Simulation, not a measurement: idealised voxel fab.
Documented hereafter: the process module known as voxel self aligned contacts.
The cross-section on display is named cut; it measures 185 nm wide, and its cells are 5 nm squares.
Just so we're on the same page, the cross-sections are grids of square cells, and they're listed out in bands top to bottom, each band one or more rows deep.
The entry gives the band's vertical extent as a top height and a bottom height in nm, then its horizontal make-up as materials from left to right, each with a width in nm. "blank" stands for empty space; a single material marked "everywhere" fills the band edge to edge.
For the purposes of this specification, 0 denotes the height below which the wafer in its as-received condition is composed wholly of one material, and the lowermost band, lacking a lower limit, extends downward without end, as expressed in "top 0, no bottom".
When a width is written as two numbers, as in "30..40", the first number is the width in the top row of cells of the band and the second is the width in its bottom row, and the width changes by the same amount from each row to the next.
Any step labelled "no modification" changed none of the cells in the cross-section.
Under "Unvented voids" you'll find the enclosed gaps, the ones with no way out to the top, that are 8 cells or bigger; each reads width x height at distance, with distance counted from the left edge, everything in nm.
It should be noted that, on the line of a given step, the content following the step's settings is a remark produced by the simulator itself with respect to that step.
overlay nm: on a step with a mask, how far right of its planned place the mask lay; negative means left.
Structure of the following material. The material consists of pairs of cross-sections. Each pair comprises the cross-section before one process step and the cross-section after that step, the latter shown only down to the lowest band that changed. The step between the cross-sections is specified beneath each pair, including its settings. Pairs are not necessarily consecutive: they may derive from different runs of this module performed on the same starting wafer. Continuity with the pair above is to be assumed only where the entry headed "Status quo ante" of the pair in question states it.

## Status quo ante
* top 60, bottom 45: blank 70 nm / aC 45 nm / blank 70 nm
* top 45, bottom 40: SiO2 everywhere
* top 40, bottom 25: SiO2 40 nm / SiN 40 nm / SiO2 25 nm / SiN 40 nm / SiO2 40 nm
* top 25, bottom 5: SiO2 40 nm / SiN 5 nm / polySi 30 nm / SiN 5 nm / SiO2 25 nm / SiN 5 nm / polySi 30 nm / SiN 5 nm / SiO2 40 nm
* top 5, bottom 0: SiO2 everywhere
* top 0, no bottom: Si everywhere
* Unvented voids: none

## Step Outcome
* top 60, bottom 45: blank 70 nm / aC 45 nm / blank 70 nm
* top 45, bottom 40: blank 70 nm / SiO2 45 nm / blank 70 nm
* top 40, bottom 25: blank 40 nm / SiN 40 nm / SiO2 25 nm / SiN 40 nm / blank 40 nm
* top 25, bottom 5: blank 40 nm / SiN 5 nm / polySi 30 nm / SiN 5 nm / SiO2 25 nm / SiN 5 nm / polySi 30 nm / SiN 5 nm / blank 40 nm
* top 5, bottom 0: blank 40 nm / SiO2 105 nm / blank 40 nm
* below 0: unchanged
* Unvented voids: none
Step that separates the before view from the after view above: DIRECTIONAL_ETCH with etch materials SiO2, depth nm 45

Status quo ante: equal to the after panel directly above.

## Step Outcome
* top 45, bottom 40: blank 70 nm / SiO2 45 nm / blank 70 nm
* below 40: unchanged
* Unvented voids: none
Step that separates the before view from the after view above: STRIP with etch materials aC

Status quo ante: equal to the after panel directly above.

## Step Outcome
* top 50, bottom 45: blank 65 nm / TiN 55 nm / blank 65 nm
* top 45, bottom 40: blank 35 nm / TiN 35 nm / SiO2 45 nm / TiN 35 nm / blank 35 nm
* top 40, bottom 25: blank 35 nm / TiN 5 nm / SiN 40 nm / SiO2 25 nm / SiN 40 nm / TiN 5 nm / blank 35 nm
* top 25, bottom 5: blank 35 nm / TiN 5 nm / SiN 5 nm / polySi 30 nm / SiN 5 nm / SiO2 25 nm / SiN 5 nm / polySi 30 nm / SiN 5 nm / TiN 5 nm / blank 35 nm
* top 5, bottom 0: TiN 40 nm / SiO2 105 nm / TiN 40 nm
* below 0: unchanged
* Unvented voids: none
Step that separates the before view from the after view above: CONFORMAL_DEP with material TiN, thk nm 5

Status quo ante: equal to the after panel directly above.

## Step Outcome
* top 60, bottom 50: W everywhere
* top 50, bottom 45: W 65 nm / TiN 55 nm / W 65 nm
* top 45, bottom 40: W 35 nm / TiN 35 nm / SiO2 45 nm / TiN 35 nm / W 35 nm
* top 40, bottom 25: W 35 nm / TiN 5 nm / SiN 40 nm / SiO2 25 nm / SiN 40 nm / TiN 5 nm / W 35 nm
* top 25, bottom 5: W 35 nm / TiN 5 nm / SiN 5 nm / polySi 30 nm / SiN 5 nm / SiO2 25 nm / SiN 5 nm / polySi 30 nm / SiN 5 nm / TiN 5 nm / W 35 nm
* below 5: unchanged
* Unvented voids: none
Step that separates the before view from the after view above: FILL_DEP with material W, thk nm 10

Status quo ante: equal to the after panel directly above.

## Step Outcome
* top 45, bottom 40: W 35 nm / TiN 35 nm / SiO2 45 nm / TiN 35 nm / W 35 nm
* below 40: unchanged
* Unvented voids: none
Step that separates the before view from the after view above: CMP with height nm 45

Status quo ante: equal to the after panel directly above.

## Step Outcome
* top 50, bottom 45: SiCN everywhere
* below 45: unchanged
* Unvented voids: none
Step that separates the before view from the after view above: CONFORMAL_DEP with material SiCN, thk nm 5
